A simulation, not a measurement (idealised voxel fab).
You're looking at the process module voxel spacer lines.
225 nm wide, 5 nm square cells: that's cross-section cut.
Square cells in a grid make up a cross-section in this document, and the grid is given as bands, listed from the top down, each one or more rows of cells.
Heights first: top, then bottom, in nm. Then materials, left to right, each with a width in nm. "everywhere" on a single material: fills the band edge to edge. "blank": empty space.
All heights in this document are referenced to 0, defined as the level beneath which the wafer, as received, consists entirely of one material. The lowest band is not bounded below; it extends indefinitely downward and is written in the form "z 0 and below".
Per-row width for "30->40": begins at first number (top row of band), ends at second number (bottom row), increment between rows held constant.
Any step labelled "nothing was modified" changed none of the cells in the cross-section.
The list in "Unvented voids" covers empty spaces of 8 cells or more that cannot reach the top through any open way, and it gives each as width x height at distance; the distance is from the left edge, and width, height and distance are in nm.
On a step's line, text after the settings is the simulator commenting on that step.
On any step carrying a mask, the "overlay nm" setting, if present on the step's line, tells how far right of its planned place the mask lay; negative values point to the left.

### Process steps foreseen in the plan
1: RECEIVE: material Si
2: CONFORMAL_DEP: material Al2O3, thk nm 5
3: DIRECTIONAL_DEP: material SiN, thk nm 10
4: DIRECTIONAL_DEP: material polySi, thk nm 25
5: PATTERN: tone cover, mask id MANDREL, material resist, width nm 25, pitch nm 80, thk nm 30, overlay nm 0
6: DIRECTIONAL_ETCH: etch materials polySi, depth nm 25
7: STRIP: etch materials resist
8: CONFORMAL_DEP: material SiO2, thk nm 15
9: DIRECTIONAL_ETCH: etch materials SiO2, depth nm 15
10: STRIP: etch materials polySi
11: DIRECTIONAL_ETCH: etch materials SiN, depth nm 10
12: STRIP: etch materials SiO2
13: FILL_DEP: material SiO2, thk nm 5
14: CMP: height nm 15

### As-received wafer cross-section (after step 1)
> z 0 and below  Si everywhere
> Unvented voids: none

### Module complete - cross-section of the first of two wafers, run according to plan
> z 15 to 5  SiO2 (45), SiN (15), SiO2 (25), SiN (15), SiO2 (25), SiN (15), SiO2 (25), SiN (15), SiO2 (45)
> z 5 to 0  Al2O3 everywhere
> z 0 and below  Si everywhere
> Unvented voids: none

### This is the second of the two wafers, cross-sectioned at the end of the module; it started exactly like the first and was given the same plan, but it was run with one mistake
> z 15 to 10  Al2O3 everywhere
> z 10 to 0  SiN everywhere
> z 0 and below  Si everywhere
> Unvented voids: none
Heads up, the wafer didn't run the way we planned it: ran 2 and 3 in swapped order versus the plan
Cell-count delta at end, second wafer over first, by material: SiN: 66 more, SiO2: 66 fewer
